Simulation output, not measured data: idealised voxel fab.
The document below concerns the process module designated voxel transistor to metal.
Displayed cross-section: cut, width of 190 nm, square cells sized 5 nm.
Throughout this document, each cross-section is represented as a grid of square cells and is presented as a sequence of bands enumerated from the top downward, where a band comprises one or more rows of cells. Top, bottom (nm), then materials left to right with widths (nm); lone material tagged "throughout" fills the whole band edge to edge; "air" = empty space. The level at which height equals 0 is the one under which the wafer, as it arrives, is entirely one material. No lower edge exists for the bottom band, which continues downward and is notated as in "z 0 and below". Width "30 to 40": first value at the band's top row of cells, second value at its bottom row, equal change from row to row. "nothing got changed" after a step means that no cell of the cross-section changed. Closed-off voids of 8+ cells (no open route to the top) go in "Fully sealed cavities", written width x height at distance from the left edge, in nm. Note: text after step settings on the step line = simulator remark on that step. You can add "overlay nm" to a step's line. For a step with a mask, it describes how far the mask lay to the right of its planned position, and a negative number describes a lay to the left.
Intended process steps
- 1: op RECEIVE | material Si
- 2: op OXIDIZE | depth nm 5
- 3: op CONFORMAL_DEP | material SiN | thk nm 15
- 4: op PATTERN | tone cover | mask id ACTIVE | material resist | width nm 105 | thk nm 20 | overlay nm 0
- 5: op DIRECTIONAL_ETCH | etch materials SiN | depth nm 15
- 6: op DIRECTIONAL_ETCH | etch materials SiO2 | depth nm 5
- 7: op DIRECTIONAL_ETCH | etch materials Si | depth nm 30
- 8: op STRIP | etch materials resist
- 9: op FILL_DEP | material SiO2 | thk nm 10
- 10: op CMP | height nm 15
- 11: op SELECTIVE_ETCH | etch materials SiO2 | depth nm 5
- 12: op STRIP | etch materials SiN
- 13: op SELECTIVE_ETCH | etch materials SiO2 | depth nm 5
- 14: op OXIDIZE | depth nm 5
- 15: op DIRECTIONAL_DEP | material polySi | thk nm 30
- 16: op DIRECTIONAL_DEP | material SiCN | thk nm 15
- 17: op DIRECTIONAL_DEP | material aC | thk nm 10
- 18: op PATTERN | tone cover | mask id GATE | material resist | width nm 35 | thk nm 25 | overlay nm 0
- 19: op DIRECTIONAL_ETCH | etch materials aC | depth nm 10
- 20: op STRIP | etch materials resist
- 21: op DIRECTIONAL_ETCH | etch materials SiCN | depth nm 25
- 22: op DIRECTIONAL_ETCH | etch materials polySi | depth nm 40
- 23: op STRIP | etch materials aC
- 24: op CONFORMAL_DEP | material SiO2 | thk nm 5
- 25: op DIRECTIONAL_ETCH | etch materials SiO2 | depth nm 5
- 26: op CONFORMAL_DEP | material SiN | thk nm 10
- 27: op DIRECTIONAL_ETCH | etch materials SiN | depth nm 10
- 28: op DIRECTIONAL_ETCH | etch materials SiO2 | depth nm 5
- 29: op DIRECTIONAL_ETCH | etch materials Si | depth nm 10
- 30: op EPI | material pSi | thk nm 15
- 31: op FILL_DEP | material SiO2 | thk nm 10
- 32: op CMP | height nm 25
- 33: op STRIP | etch materials polySi
- 34: op SELECTIVE_ETCH | etch materials SiO2 | depth nm 5
- 35: op CONFORMAL_DEP | material HfO2 | thk nm 5
- 36: op CONFORMAL_DEP | material TiN | thk nm 5
- 37: op FILL_DEP | material W | thk nm 10
- 38: op CMP | height nm 20
- 39: op DIRECTIONAL_DEP | material SiO2 | thk nm 10
- 40: op MASKED_ETCH | tone open | mask id CONTACT | width nm 15 | pitch nm 80 | etch materials SiO2 | depth nm 25 | overlay nm 0
- 41: op CONFORMAL_DEP | material TiN | thk nm 5
- 42: op FILL_DEP | material Ru | thk nm 5
- 43: op CMP | height nm 30
- 44: op DIRECTIONAL_DEP | material TiN | thk nm 5
- 45: op DIRECTIONAL_DEP | material W | thk nm 15
- 46: op DIRECTIONAL_DEP | material aC | thk nm 10
- 47: op PATTERN | tone cover | mask id METAL_1 | material resist | width nm 15 | pitch nm 80 | thk nm 25 | overlay nm 0
- 48: op DIRECTIONAL_ETCH | etch materials aC | depth nm 10
- 49: op STRIP | etch materials resist
- 50: op DIRECTIONAL_ETCH | etch materials W | depth nm 15
- 51: op DIRECTIONAL_ETCH | etch materials TiN | depth nm 5
- 52: op STRIP | etch materials aC
- 53: op FILL_DEP | material lowk | thk nm 5
- 54: op CMP | height nm 50
- 55: op CONFORMAL_DEP | material SiCN | thk nm 5
Wafer cross-section on receipt, i.e. after step 1
* z 0 and below | Si throughout
* Fully sealed cavities: none
The plan above was carried out on the starting structure above with one mistake, and this cross-section shows the wafer at the end of the module
* z 55 to 50 | SiCN throughout
* z 50 to 35 | lowk (45); W (15); lowk (65); W (15); lowk (50)
* z 35 to 30 | lowk (45); TiN (15); lowk (65); TiN (15); lowk (50)
* z 30 to 20 | SiO2 (45); TiN (5); Ru (5); TiN (5); SiO2 (65); TiN (5); Ru (5); TiN (5); SiO2 (50)
* z 20 to 10 | SiO2 (45); TiN (5); Ru (5); TiN (5); SiN (10); HfO2 (5); TiN (5); W (25); TiN (5); HfO2 (5); SiN (10); TiN (5); Ru (5); TiN (5); SiO2 (50)
* z 10 to 5 | SiO2 (45); TiN (15); SiN (10); HfO2 (5); TiN (5); W (25); TiN (5); HfO2 (5); SiN (10); TiN (15); SiO2 (50)
* z 5 to 0 | SiO2 (40); SiN (10); SiO2 (10); SiN (10); HfO2 (5); TiN (5); W (25); TiN (5); HfO2 (5); SiN (10); SiO2 (10); SiN (10); SiO2 (45)
* z 0 to -5 | SiO2 (40); SiN (10); SiO2 (10); SiN (10); HfO2 (5); TiN (35); HfO2 (5); SiN (10); SiO2 (10); SiN (10); SiO2 (45)
* z -5 to -10 | SiO2 (50); pSi (10); SiO2 (10); HfO2 (45); SiO2 (10); pSi (10); SiO2 (55)
* z -10 to -35 | SiO2 (40); Si (105); SiO2 (45)
* z -35 and below | Si throughout
* Fully sealed cavities: none
The mistake made against the process plan was this: contrary to the plan, steps 29 and 30 were processed in exchanged order
